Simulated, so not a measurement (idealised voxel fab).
This is a process module. Its name is voxel tone inversion.
Section cut is 250 nm wide and gridded with 5 nm square cells.
For the purposes of this document, a cross-section shall be understood as a grid of square cells, specified as bands listed in top-to-bottom order, each band consisting of one or more rows of cells.
Band: top height; bottom height; in nm. Then, left to right: material with width in nm, for each material. "everywhere": a single material spanning edge to edge. "blank": empty space.
Ref level 0: as-received wafer is one material below here. Bottom band extends down with no lower bound ("top 0, no bottom").
Read "30->40" as a graded width: first number on top, second number at the bottom, same change between each pair of neighbouring rows.
Given "all unchanged" for a step, no cell of the cross-section differs between before and after that step.
"Voids, fully enclosed": empty spaces of 8 cells or more with no open way to the top, each given as width x height at distance, distance from the left edge, all in nm.
What comes after the settings on a step's line is commentary from the simulator itself on that step.
overlay nm: mask right of planned place by this much (step with mask). Neg. = left.
Steps planned for the process:
1. RECEIVE, material Si
2. CONFORMAL_DEP, material SiCN, thk nm 5
3. DIRECTIONAL_DEP, material polySi, thk nm 20
4. PATTERN, tone cover, mask id POSTS, material resist, width nm 25, pitch nm 50, thk nm 25, overlay nm 0
5. DIRECTIONAL_ETCH, etch materials polySi, depth nm 20
6. STRIP, etch materials resist
7. FILL_DEP, material lowk, thk nm 5
8. CMP, height nm 25
9. STRIP, etch materials polySi
10. CONFORMAL_DEP, material TiN, thk nm 5
11. FILL_DEP, material Ru, thk nm 5
12. CMP, height nm 25
13. CONFORMAL_DEP, material SiCN, thk nm 5
First out of two wafers; run went to plan:
As-received wafer cross-section (after step 1):
  top 0, no bottom | Si everywhere
  Voids, fully enclosed: none
After step 2: wafer cross-section:
  top 5, bottom 0 | SiCN everywhere
  Lower than 0, everything is as it was.
After step 3: wafer cross-section:
  top 25, bottom 5 | polySi everywhere
  Lower than 5, everything is as it was.
After step 4: wafer cross-section:
  top 50, bottom 25 | blank 85 | resist 25 | blank 25 | resist 25 | blank 90
  Lower than 25, everything is as it was.
After step 5: wafer cross-section:
  top 50, bottom 25 | blank 85 | resist 25 | blank 25 | resist 25 | blank 90
  top 25, bottom 5 | blank 85 | polySi 25 | blank 25 | polySi 25 | blank 90
  Lower than 5, everything is as it was.
After step 6: wafer cross-section:
  top 25, bottom 5 | blank 85 | polySi 25 | blank 25 | polySi 25 | blank 90
  Lower than 5, everything is as it was.
After step 7: wafer cross-section:
  top 30, bottom 25 | lowk everywhere
  top 25, bottom 5 | lowk 85 | polySi 25 | lowk 25 | polySi 25 | lowk 90
  Lower than 5, everything is as it was.
After step 8: wafer cross-section:
  top 25, bottom 5 | lowk 85 | polySi 25 | lowk 25 | polySi 25 | lowk 90
  Lower than 5, everything is as it was.
After step 9: wafer cross-section:
  top 25, bottom 5 | lowk 85 | blank 25 | lowk 25 | blank 25 | lowk 90
  Lower than 5, everything is as it was.
After step 10: wafer cross-section:
  top 30, bottom 25 | TiN 90 | blank 15 | TiN 35 | blank 15 | TiN 95
  top 25, bottom 10 | lowk 85 | TiN 5 | blank 15 | TiN 5 | lowk 25 | TiN 5 | blank 15 | TiN 5 | lowk 90
  top 10, bottom 5 | lowk 85 | TiN 25 | lowk 25 | TiN 25 | lowk 90
  Lower than 5, everything is as it was.
After step 11: wafer cross-section:
  top 35, bottom 30 | Ru everywhere
  top 30, bottom 25 | TiN 90 | Ru 15 | TiN 35 | Ru 15 | TiN 95
  top 25, bottom 10 | lowk 85 | TiN 5 | Ru 15 | TiN 5 | lowk 25 | TiN 5 | Ru 15 | TiN 5 | lowk 90
  Lower than 10, everything is as it was.
After step 12: wafer cross-section:
  top 25, bottom 10 | lowk 85 | TiN 5 | Ru 15 | TiN 5 | lowk 25 | TiN 5 | Ru 15 | TiN 5 | lowk 90
  Lower than 10, everything is as it was.
After step 13: wafer cross-section:
  top 30, bottom 25 | SiCN everywhere
  Lower than 25, everything is as it was.
Wafer two. Identical start, identical plan. One mistake in execution. Identical history through step 3:
What the second wafer looks like in cross-section when step 4 should have wrapped up:
  top 50, bottom 25 | blank 80 | resist 25 | blank 25 | resist 25 | blank 95
  Lower than 25, everything is as it was.
What the second wafer looks like in cross-section when step 5 should have wrapped up:
  top 50, bottom 25 | blank 80 | resist 25 | blank 25 | resist 25 | blank 95
  top 25, bottom 5 | blank 80 | polySi 25 | blank 25 | polySi 25 | blank 95
  Lower than 5, everything is as it was.
What the second wafer looks like in cross-section when step 6 should have wrapped up:
  top 25, bottom 5 | blank 80 | polySi 25 | blank 25 | polySi 25 | blank 95
  Lower than 5, everything is as it was.
What the second wafer looks like in cross-section when step 7 should have wrapped up:
  top 30, bottom 25 | lowk everywhere
  top 25, bottom 5 | lowk 80 | polySi 25 | lowk 25 | polySi 25 | lowk 95
  Lower than 5, everything is as it was.
What the second wafer looks like in cross-section when step 8 should have wrapped up:
  top 25, bottom 5 | lowk 80 | polySi 25 | lowk 25 | polySi 25 | lowk 95
  Lower than 5, everything is as it was.
What the second wafer looks like in cross-section when step 9 should have wrapped up:
  top 25, bottom 5 | lowk 80 | blank 25 | lowk 25 | blank 25 | lowk 95
  Lower than 5, everything is as it was.
What the second wafer looks like in cross-section when step 10 should have wrapped up:
  top 30, bottom 25 | TiN 85 | blank 15 | TiN 35 | blank 15 | TiN 100
  top 25, bottom 10 | lowk 80 | TiN 5 | blank 15 | TiN 5 | lowk 25 | TiN 5 | blank 15 | TiN 5 | lowk 95
  top 10, bottom 5 | lowk 80 | TiN 25 | lowk 25 | TiN 25 | lowk 95
  Lower than 5, everything is as it was.
What the second wafer looks like in cross-section when step 11 should have wrapped up:
  top 35, bottom 30 | Ru everywhere
  top 30, bottom 25 | TiN 85 | Ru 15 | TiN 35 | Ru 15 | TiN 100
  top 25, bottom 10 | lowk 80 | TiN 5 | Ru 15 | TiN 5 | lowk 25 | TiN 5 | Ru 15 | TiN 5 | lowk 95
  Lower than 10, everything is as it was.
What the second wafer looks like in cross-section when step 12 should have wrapped up:
  top 25, bottom 10 | lowk 80 | TiN 5 | Ru 15 | TiN 5 | lowk 25 | TiN 5 | Ru 15 | TiN 5 | lowk 95
  Lower than 10, everything is as it was.
What the second wafer looks like in cross-section when step 13 should have wrapped up:
  top 30, bottom 25 | SiCN everywhere
  Lower than 25, everything is as it was.
In executing the process, a mistake was made relative to the plan: step 4 was not run as planned; what actually ran was PATTERN, tone cover, mask id POSTS, material resist, width nm 25, pitch nm 50, thk nm 25, overlay nm -5
So at the finish, the second wafer's got exactly as many cells of each material as the first, just not in the same spots.
